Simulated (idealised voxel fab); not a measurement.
Process module heading - voxel self aligned contacts
Each square cell in cross-section cut measures 5 nm, and the section as a whole is 250 nm wide.
Cross-section spec: square-cell grid; bands listed top down; each band is one or more rows. Read a band's entry like this: the first values are the height of its top and the height of its bottom in nm, and what follows is the sequence of materials from left to right, each with its width in nm. Note that "empty" is empty space, and that a single material marked "everywhere" reaches across the band from edge to edge. Zero point of the height axis is 0; under it, received wafer = one material. Lowest band: continues down indefinitely, "0..down". Width spec "30..40" -> top row of cells at first value, bottom row at second value, equal per-row change in between. "stayed the same" after a step means that no cell of the cross-section changed. Any empty space of 8 cells or more lacking an open way to the top shows up in "Completely enclosed voids" as width x height at distance, distance from the left edge, in nm. It should be noted that, on the line of a given step, the content following the step's settings is a remark produced by the simulator itself with respect to that step. Among the settings permitted on a step's line is "overlay nm"; applied to a step with a mask, it specifies the extent to which the mask lay to the right of its planned position, whereas a negative figure signifies a position to the left.

List of planned process steps
1 RECEIVE [material Si]
2 OXIDIZE [depth nm 5]
3 DIRECTIONAL_DEP [material polySi] [thk nm 25]
4 DIRECTIONAL_DEP [material SiN] [thk nm 15]
5 PATTERN [tone cover] [mask id GATE] [material resist] [width nm 35] [pitch nm 60] [thk nm 20] [overlay nm 0]
6 DIRECTIONAL_ETCH [etch materials SiN] [depth nm 15]
7 DIRECTIONAL_ETCH [etch materials polySi] [depth nm 25]
8 STRIP [etch materials resist]
9 CONFORMAL_DEP [material SiN] [thk nm 5]
10 DIRECTIONAL_ETCH [etch materials SiN] [depth nm 5]
11 FILL_DEP [material SiO2] [thk nm 20]
12 CMP [height nm 50]
13 DIRECTIONAL_DEP [material aC] [thk nm 10]
14 PATTERN [tone open] [mask id CONTACT] [material resist] [width nm 45] [thk nm 30] [overlay nm 0]
15 DIRECTIONAL_ETCH [etch materials aC] [depth nm 10]
16 STRIP [etch materials resist]
17 DIRECTIONAL_ETCH [etch materials SiO2] [depth nm 55]
18 STRIP [etch materials aC]
19 CONFORMAL_DEP [material TiN] [thk nm 5]
20 FILL_DEP [material W] [thk nm 5]
21 CMP [height nm 50]
22 CONFORMAL_DEP [material SiN] [thk nm 5]

First out of two wafers; run went to plan

The cross-section here shows the wafer as received, i.e. in its state after step 1
  0..down: Si everywhere
  Completely enclosed voids: none

Wafer xsec, post step 2
  0..-5: SiO2 everywhere
  Lower than -5, everything is as it was.

Wafer xsec, post step 3
  25..0: polySi everywhere
  Lower than 0, everything is as it was.

Wafer xsec, post step 4
  40..25: SiN everywhere
  Lower than 25, everything is as it was.

Wafer xsec, post step 5
  60..40: 75 empty, then 35 resist, then 25 empty, then 35 resist, then 80 empty
  Lower than 40, everything is as it was.

Wafer xsec, post step 6
  60..40: 75 empty, then 35 resist, then 25 empty, then 35 resist, then 80 empty
  40..25: 75 empty, then 35 SiN, then 25 empty, then 35 SiN, then 80 empty
  Lower than 25, everything is as it was.

Wafer xsec, post step 7
  60..40: 75 empty, then 35 resist, then 25 empty, then 35 resist, then 80 empty
  40..25: 75 empty, then 35 SiN, then 25 empty, then 35 SiN, then 80 empty
  25..0: 75 empty, then 35 polySi, then 25 empty, then 35 polySi, then 80 empty
  Lower than 0, everything is as it was.

Wafer xsec, post step 8
  40..25: 75 empty, then 35 SiN, then 25 empty, then 35 SiN, then 80 empty
  Lower than 25, everything is as it was.

Wafer xsec, post step 9
  45..25: 70 empty, then 45 SiN, then 15 empty, then 45 SiN, then 75 empty
  25..5: 70 empty, then 5 SiN, then 35 polySi, then 5 SiN, then 15 empty, then 5 SiN, then 35 polySi, then 5 SiN, then 75 empty
  5..0: 75 SiN, then 35 polySi, then 25 SiN, then 35 polySi, then 80 SiN
  Lower than 0, everything is as it was.

Wafer xsec, post step 10
  40..25: 70 empty, then 45 SiN, then 15 empty, then 45 SiN, then 75 empty
  25..0: 70 empty, then 5 SiN, then 35 polySi, then 5 SiN, then 15 empty, then 5 SiN, then 35 polySi, then 5 SiN, then 75 empty
  Lower than 0, everything is as it was.

Wafer xsec, post step 11
  60..40: SiO2 everywhere
  40..25: 70 SiO2, then 45 SiN, then 15 SiO2, then 45 SiN, then 75 SiO2
  25..0: 70 SiO2, then 5 SiN, then 35 polySi, then 5 SiN, then 15 SiO2, then 5 SiN, then 35 polySi, then 5 SiN, then 75 SiO2
  Lower than 0, everything is as it was.

Wafer xsec, post step 12
  50..40: SiO2 everywhere
  Lower than 40, everything is as it was.

Wafer xsec, post step 13
  60..50: aC everywhere
  Lower than 50, everything is as it was.

Wafer xsec, post step 14
  90..60: 100 resist, then 45 empty, then 105 resist
  Lower than 60, everything is as it was.

Wafer xsec, post step 15
  80..60: 100 resist, then 45 empty, then 105 resist
  60..50: 100 aC, then 45 empty, then 105 aC
  Lower than 50, everything is as it was.

Wafer xsec, post step 16
  60..50: 100 aC, then 45 empty, then 105 aC
  Lower than 50, everything is as it was.

Wafer xsec, post step 17
  60..50: 100 aC, then 45 empty, then 105 aC
  50..40: 100 SiO2, then 45 empty, then 105 SiO2
  40..25: 70 SiO2, then 45 SiN, then 15 empty, then 45 SiN, then 75 SiO2
  25..0: 70 SiO2, then 5 SiN, then 35 polySi, then 5 SiN, then 15 empty, then 5 SiN, then 35 polySi, then 5 SiN, then 75 SiO2
  0..-5: 115 SiO2, then 15 empty, then 120 SiO2
  Lower than -5, everything is as it was.

Wafer xsec, post step 18
  50..40: 100 SiO2, then 45 empty, then 105 SiO2
  Lower than 40, everything is as it was.

Wafer xsec, post step 19
  55..50: 105 TiN, then 35 empty, then 110 TiN
  50..40: 100 SiO2, then 5..20 TiN, then 35..5 empty, then 5..20 TiN, then 105 SiO2
  40..25: 70 SiO2, then 45 SiN, then 5 TiN, then 5 empty, then 5 TiN, then 45 SiN, then 75 SiO2
  25..0: 70 SiO2, then 5 SiN, then 35 polySi, then 5 SiN, then 5 TiN, then 5 empty, then 5 TiN, then 5 SiN, then 35 polySi, then 5 SiN, then 75 SiO2
  0..-5: 115 SiO2, then 15 TiN, then 120 SiO2
  Lower than -5, everything is as it was.

Wafer xsec, post step 20
  60..55: W everywhere
  55..50: 105 TiN, then 35 W, then 110 TiN
  50..40: 100 SiO2, then 5..20 TiN, then 35..5 W, then 5..20 TiN, then 105 SiO2
  40..25: 70 SiO2, then 45 SiN, then 5 TiN, then 5 W, then 5 TiN, then 45 SiN, then 75 SiO2
  25..0: 70 SiO2, then 5 SiN, then 35 polySi, then 5 SiN, then 5 TiN, then 5 W, then 5 TiN, then 5 SiN, then 35 polySi, then 5 SiN, then 75 SiO2
  Lower than 0, everything is as it was.

Wafer xsec, post step 21
  50..40: 100 SiO2, then 5..20 TiN, then 35..5 W, then 5..20 TiN, then 105 SiO2
  Lower than 40, everything is as it was.

Wafer xsec, post step 22
  55..50: SiN everywhere
  Lower than 50, everything is as it was.

Okay, second wafer. Nothing different at the start, nothing different in the plan, just one mistake somewhere in the running. As far as step 4, counting that step, it's the first wafer all over again

Cross-sectional view of the second wafer at the intended end time of process step 5
  60..40: 80 empty, then 35 resist, then 25 empty, then 35 resist, then 75 empty
  Lower than 40, everything is as it was.

Cross-sectional view of the second wafer at the intended end time of process step 6
  60..40: 80 empty, then 35 resist, then 25 empty, then 35 resist, then 75 empty
  40..25: 80 empty, then 35 SiN, then 25 empty, then 35 SiN, then 75 empty
  Lower than 25, everything is as it was.

Cross-sectional view of the second wafer at the intended end time of process step 7
  60..40: 80 empty, then 35 resist, then 25 empty, then 35 resist, then 75 empty
  40..25: 80 empty, then 35 SiN, then 25 empty, then 35 SiN, then 75 empty
  25..0: 80 empty, then 35 polySi, then 25 empty, then 35 polySi, then 75 empty
  Lower than 0, everything is as it was.

Cross-sectional view of the second wafer at the intended end time of process step 8
  40..25: 80 empty, then 35 SiN, then 25 empty, then 35 SiN, then 75 empty
  Lower than 25, everything is as it was.

Cross-sectional view of the second wafer at the intended end time of process step 9
  45..25: 75 empty, then 45 SiN, then 15 empty, then 45 SiN, then 70 empty
  25..5: 75 empty, then 5 SiN, then 35 polySi, then 5 SiN, then 15 empty, then 5 SiN, then 35 polySi, then 5 SiN, then 70 empty
  5..0: 80 SiN, then 35 polySi, then 25 SiN, then 35 polySi, then 75 SiN
  Lower than 0, everything is as it was.

Cross-sectional view of the second wafer at the intended end time of process step 10
  40..25: 75 empty, then 45 SiN, then 15 empty, then 45 SiN, then 70 empty
  25..0: 75 empty, then 5 SiN, then 35 polySi, then 5 SiN, then 15 empty, then 5 SiN, then 35 polySi, then 5 SiN, then 70 empty
  Lower than 0, everything is as it was.

Cross-sectional view of the second wafer at the intended end time of process step 11
  60..40: SiO2 everywhere
  40..25: 75 SiO2, then 45 SiN, then 15 SiO2, then 45 SiN, then 70 SiO2
  25..0: 75 SiO2, then 5 SiN, then 35 polySi, then 5 SiN, then 15 SiO2, then 5 SiN, then 35 polySi, then 5 SiN, then 70 SiO2
  Lower than 0, everything is as it was.

Cross-sectional view of the second wafer at the intended end time of process step 12
  50..40: SiO2 everywhere
  Lower than 40, everything is as it was.

Cross-sectional view of the second wafer at the intended end time of process step 13
  60..50: aC everywhere
  Lower than 50, everything is as it was.

Cross-sectional view of the second wafer at the intended end time of process step 14
  90..60: 100 resist, then 45 empty, then 105 resist
  Lower than 60, everything is as it was.

Cross-sectional view of the second wafer at the intended end time of process step 15
  80..60: 100 resist, then 45 empty, then 105 resist
  60..50: 100 aC, then 45 empty, then 105 aC
  Lower than 50, everything is as it was.

Cross-sectional view of the second wafer at the intended end time of process step 16
  60..50: 100 aC, then 45 empty, then 105 aC
  Lower than 50, everything is as it was.

Cross-sectional view of the second wafer at the intended end time of process step 17
  60..50: 100 aC, then 45 empty, then 105 aC
  50..40: 100 SiO2, then 45 empty, then 105 SiO2
  40..25: 75 SiO2, then 45 SiN, then 15 empty, then 45 SiN, then 70 SiO2
  25..0: 75 SiO2, then 5 SiN, then 35 polySi, then 5 SiN, then 15 empty, then 5 SiN, then 35 polySi, then 5 SiN, then 70 SiO2
  0..-5: 120 SiO2, then 15 empty, then 115 SiO2
  Lower than -5, everything is as it was.

Cross-sectional view of the second wafer at the intended end time of process step 18
  50..40: 100 SiO2, then 45 empty, then 105 SiO2
  Lower than 40, everything is as it was.

Cross-sectional view of the second wafer at the intended end time of process step 19
  55..50: 105 TiN, then 35 empty, then 110 TiN
  50..40: 100 SiO2, then 5..25 TiN, then 35..5 empty, then 5..15 TiN, then 105 SiO2
  40..25: 75 SiO2, then 45 SiN, then 5 TiN, then 5 empty, then 5 TiN, then 45 SiN, then 70 SiO2
  25..0: 75 SiO2, then 5 SiN, then 35 polySi, then 5 SiN, then 5 TiN, then 5 empty, then 5 TiN, then 5 SiN, then 35 polySi, then 5 SiN, then 70 SiO2
  0..-5: 120 SiO2, then 15 TiN, then 115 SiO2
  Lower than -5, everything is as it was.

Cross-sectional view of the second wafer at the intended end time of process step 20
  60..55: W everywhere
  55..50: 105 TiN, then 35 W, then 110 TiN
  50..40: 100 SiO2, then 5..25 TiN, then 35..5 W, then 5..15 TiN, then 105 SiO2
  40..25: 75 SiO2, then 45 SiN, then 5 TiN, then 5 W, then 5 TiN, then 45 SiN, then 70 SiO2
  25..0: 75 SiO2, then 5 SiN, then 35 polySi, then 5 SiN, then 5 TiN, then 5 W, then 5 TiN, then 5 SiN, then 35 polySi, then 5 SiN, then 70 SiO2
  Lower than 0, everything is as it was.

Cross-sectional view of the second wafer at the intended end time of process step 21
  50..40: 100 SiO2, then 5..25 TiN, then 35..5 W, then 5..15 TiN, then 105 SiO2
  Lower than 40, everything is as it was.

Cross-sectional view of the second wafer at the intended end time of process step 22
  55..50: SiN everywhere
  Lower than 50, everything is as it was.
What was the processing mistake? step 5 was run on a setting that differed from the plan, and what really ran there is PATTERN [tone cover] [mask id GATE] [material resist] [width nm 35] [pitch nm 60] [thk nm 20] [overlay nm 5]
The two final wafers agree on how many cells each material fills and disagree on which cells those are.
